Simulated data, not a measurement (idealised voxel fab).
process module | voxel trench capacitor
cross-section cut | 250 nm wide | cells 5 nm
A cross-section is a grid of square cells, given in bands from the top down. A band is one or more rows of cells.
Each band's line starts with the height of the band's top and of its bottom, in nm. Then come its materials from left to right, each with its width in nm. One material with "throughout" fills the band from edge to edge. "air" is empty space.
Height 0 is the level under which the wafer as received is all one material. The lowest band goes on downwards, as in "0 down".
A width such as "30 to 40" changes by the same amount from each row of cells to the next, from the band's top row to its bottom row.
"no change" after a step means that no cell of the cross-section changed.
closed voids: empty space of 8 cells or more with no open way to the top, each as width x height at its distance from the left edge, in nm
after a step's settings: what the simulator itself notes on the step
overlay nm, on a step with a mask: how far to the right of its planned place the mask lay; to the left if negative
plan
1 op RECEIVE | material Si
2 op CONFORMAL_DEP | material SiN | thk nm 5
3 op DIRECTIONAL_DEP | material aC | thk nm 10
4 op PATTERN | tone open | mask id TRENCH | material resist | width nm 20 | pitch nm 40 | thk nm 25 | overlay nm 0
5 op DIRECTIONAL_ETCH | etch materials aC | depth nm 10
6 op STRIP | etch materials resist
7 op DIRECTIONAL_ETCH | etch materials SiN | depth nm 5
8 op DIRECTIONAL_ETCH | etch materials Si | depth nm 35
9 op STRIP | etch materials aC
10 op CONFORMAL_DEP | material SiO2 | thk nm 5
11 op FILL_DEP | material polySi | thk nm 5
12 op CMP | height nm 5
first wafer, as planned
as received, after step 1
  0 down: Si throughout
  closed voids: none
after step 2
  5 to 0: SiN throughout
  below 0: unchanged
after step 3
  15 to 5: aC throughout
  below 5: unchanged
after step 4
  40 to 15: resist 75 | air 20 | resist 20 | air 20 | resist 20 | air 20 | resist 75
  below 15: unchanged
after step 5
  30 to 15: resist 75 | air 20 | resist 20 | air 20 | resist 20 | air 20 | resist 75
  15 to 5: aC 75 | air 20 | aC 20 | air 20 | aC 20 | air 20 | aC 75
  below 5: unchanged
after step 6
  15 to 5: aC 75 | air 20 | aC 20 | air 20 | aC 20 | air 20 | aC 75
  below 5: unchanged
after step 7
  15 to 5: aC 75 | air 20 | aC 20 | air 20 | aC 20 | air 20 | aC 75
  5 to 0: SiN 75 | air 20 | SiN 20 | air 20 | SiN 20 | air 20 | SiN 75
  below 0: unchanged
after step 8
  15 to 5: aC 75 | air 20 | aC 20 | air 20 | aC 20 | air 20 | aC 75
  5 to 0: SiN 75 | air 20 | SiN 20 | air 20 | SiN 20 | air 20 | SiN 75
  0 to -35: Si 75 | air 20 | Si 20 | air 20 | Si 20 | air 20 | Si 75
  below -35: unchanged
after step 9
  5 to 0: SiN 75 | air 20 | SiN 20 | air 20 | SiN 20 | air 20 | SiN 75
  below 0: unchanged
after step 10
  10 to 5: SiO2 80 | air 10 | SiO2 30 | air 10 | SiO2 30 | air 10 | SiO2 80
  5 to 0: SiN 75 | SiO2 5 | air 10 | SiO2 5 | SiN 20 | SiO2 5 | air 10 | SiO2 5 | SiN 20 | SiO2 5 | air 10 | SiO2 5 | SiN 75
  0 to -30: Si 75 | SiO2 5 | air 10 | SiO2 5 | Si 20 | SiO2 5 | air 10 | SiO2 5 | Si 20 | SiO2 5 | air 10 | SiO2 5 | Si 75
  -30 to -35: Si 75 | SiO2 20 | Si 20 | SiO2 20 | Si 20 | SiO2 20 | Si 75
  below -35: unchanged
after step 11
  15 to 10: polySi throughout
  10 to 5: SiO2 80 | polySi 10 | SiO2 30 | polySi 10 | SiO2 30 | polySi 10 | SiO2 80
  5 to 0: SiN 75 | SiO2 5 | polySi 10 | SiO2 5 | SiN 20 | SiO2 5 | polySi 10 | SiO2 5 | SiN 20 | SiO2 5 | polySi 10 | SiO2 5 | SiN 75
  0 to -30: Si 75 | SiO2 5 | polySi 10 | SiO2 5 | Si 20 | SiO2 5 | polySi 10 | SiO2 5 | Si 20 | SiO2 5 | polySi 10 | SiO2 5 | Si 75
  below -30: unchanged
after step 12
  5 to 0: SiN 75 | SiO2 5 | polySi 10 | SiO2 5 | SiN 20 | SiO2 5 | polySi 10 | SiO2 5 | SiN 20 | SiO2 5 | polySi 10 | SiO2 5 | SiN 75
  below 0: unchanged
second wafer: like start, like plan, one mistake. Through step 4 it matches the first wafer
when step 5 should have ended
  20 to 15: resist 75 | air 20 | resist 20 | air 20 | resist 20 | air 20 | resist 75
  15 to 5: aC 75 | air 20 | aC 20 | air 20 | aC 20 | air 20 | aC 75
  below 5: unchanged
when step 6 should have ended
  15 to 5: aC 75 | air 20 | aC 20 | air 20 | aC 20 | air 20 | aC 75
  below 5: unchanged
when step 7 should have ended
  15 to 5: aC 75 | air 20 | aC 20 | air 20 | aC 20 | air 20 | aC 75
  5 to 0: SiN 75 | air 20 | SiN 20 | air 20 | SiN 20 | air 20 | SiN 75
  below 0: unchanged
when step 8 should have ended
  15 to 5: aC 75 | air 20 | aC 20 | air 20 | aC 20 | air 20 | aC 75
  5 to 0: SiN 75 | air 20 | SiN 20 | air 20 | SiN 20 | air 20 | SiN 75
  0 to -35: Si 75 | air 20 | Si 20 | air 20 | Si 20 | air 20 | Si 75
  below -35: unchanged
when step 9 should have ended
  5 to 0: SiN 75 | air 20 | SiN 20 | air 20 | SiN 20 | air 20 | SiN 75
  below 0: unchanged
when step 10 should have ended
  10 to 5: SiO2 80 | air 10 | SiO2 30 | air 10 | SiO2 30 | air 10 | SiO2 80
  5 to 0: SiN 75 | SiO2 5 | air 10 | SiO2 5 | SiN 20 | SiO2 5 | air 10 | SiO2 5 | SiN 20 | SiO2 5 | air 10 | SiO2 5 | SiN 75
  0 to -30: Si 75 | SiO2 5 | air 10 | SiO2 5 | Si 20 | SiO2 5 | air 10 | SiO2 5 | Si 20 | SiO2 5 | air 10 | SiO2 5 | Si 75
  -30 to -35: Si 75 | SiO2 20 | Si 20 | SiO2 20 | Si 20 | SiO2 20 | Si 75
  below -35: unchanged
when step 11 should have ended
  15 to 10: polySi throughout
  10 to 5: SiO2 80 | polySi 10 | SiO2 30 | polySi 10 | SiO2 30 | polySi 10 | SiO2 80
  5 to 0: SiN 75 | SiO2 5 | polySi 10 | SiO2 5 | SiN 20 | SiO2 5 | polySi 10 | SiO2 5 | SiN 20 | SiO2 5 | polySi 10 | SiO2 5 | SiN 75
  0 to -30: Si 75 | SiO2 5 | polySi 10 | SiO2 5 | Si 20 | SiO2 5 | polySi 10 | SiO2 5 | Si 20 | SiO2 5 | polySi 10 | SiO2 5 | Si 75
  below -30: unchanged
when step 12 should have ended
  5 to 0: SiN 75 | SiO2 5 | polySi 10 | SiO2 5 | SiN 20 | SiO2 5 | polySi 10 | SiO2 5 | SiN 20 | SiO2 5 | polySi 10 | SiO2 5 | SiN 75
  below 0: unchanged
what went wrong: step 5 was run twice
at the end the two cross-sections are the same: no effect in what this model computes
